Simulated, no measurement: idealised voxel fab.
process module | voxel local oxidation
cross-section cut | 270 nm wide | cells 5 nm
A cross-section is a grid of square cells, given in bands from the top down. A band is one or more rows of cells.
Each band's line starts with the height of the band's top and of its bottom, in nm. Then come its materials from left to right, each with its width in nm. One material with "throughout" fills the band from edge to edge. "air" is empty space.
Height 0 is the level under which the wafer as received is all one material. The lowest band goes on downwards, as in "0 down".
A width such as "30 to 40" changes by the same amount from each row of cells to the next, from the band's top row to its bottom row.
"no change" after a step means that no cell of the cross-section changed.
closed voids: empty space of 8 cells or more with no open way to the top, each as width x height at its distance from the left edge, in nm
after a step's settings: what the simulator itself notes on the step
overlay nm, on a step with a mask: how far to the right of its planned place the mask lay; to the left if negative
plan
1 op RECEIVE | material Si
2 op OXIDIZE | depth nm 5
3 op CONFORMAL_DEP | material SiN | thk nm 10
4 op PATTERN | tone cover | mask id ACTIVE | material resist | width nm 125 | thk nm 20 | overlay nm 0
5 op DIRECTIONAL_ETCH | etch materials SiN | depth nm 10
6 op STRIP | etch materials resist
7 op SELECTIVE_ETCH | etch materials SiO2 | depth nm 5
8 op OXIDIZE | depth nm 15
9 op STRIP | etch materials SiN
first wafer, as planned
as received, after step 1
  0 down: Si throughout
  closed voids: none
after step 2
  0 to -5: SiO2 throughout
  below -5: unchanged
after step 3
  10 to 0: SiN throughout
  below 0: unchanged
after step 4
  30 to 10: air 70 | resist 125 | air 75
  below 10: unchanged
after step 5
  30 to 10: air 70 | resist 125 | air 75
  10 to 0: air 70 | SiN 125 | air 75
  below 0: unchanged
after step 6
  10 to 0: air 70 | SiN 125 | air 75
  below 0: unchanged
after step 7
  10 to 0: air 70 | SiN 125 | air 75
  0 to -5: air 75 | SiO2 115 | air 80
  below -5: unchanged
after step 8
  10 to 0: air 70 | SiN 125 | air 75
  0 to -5: air 75 | SiO2 115 | air 80
  -5 to -20: SiO2 90 | Si 85 | SiO2 95
  below -20: unchanged
after step 9
  0 to -5: air 75 | SiO2 115 | air 80
  below -5: unchanged
second wafer: like start, like plan, one mistake. Through step 3 it matches the first wafer
when step 4 should have ended
  30 to 10: resist 70 | air 125 | resist 75
  below 10: unchanged
when step 5 should have ended
  30 to 10: resist 70 | air 125 | resist 75
  10 to 0: SiN 70 | air 125 | SiN 75
  below 0: unchanged
when step 6 should have ended
  10 to 0: SiN 70 | air 125 | SiN 75
  below 0: unchanged
when step 7 should have ended
  10 to 0: SiN 70 | air 125 | SiN 75
  0 to -5: SiO2 65 | air 135 | SiO2 70
  below -5: unchanged
when step 8 should have ended
  10 to 0: SiN 70 | air 125 | SiN 75
  0 to -5: SiO2 65 | air 135 | SiO2 70
  -5 to -20: Si 50 | SiO2 165 | Si 55
  below -20: unchanged
when step 9 should have ended
  0 to -5: SiO2 65 | air 135 | SiO2 70
  below -5: unchanged
what went wrong: step 4 ran as: op PATTERN | tone open | mask id ACTIVE | material resist | width nm 125 | thk nm 20 | overlay nm 0
at the end the second wafer has, in cells: 12 more of Si | 8 fewer of SiO2
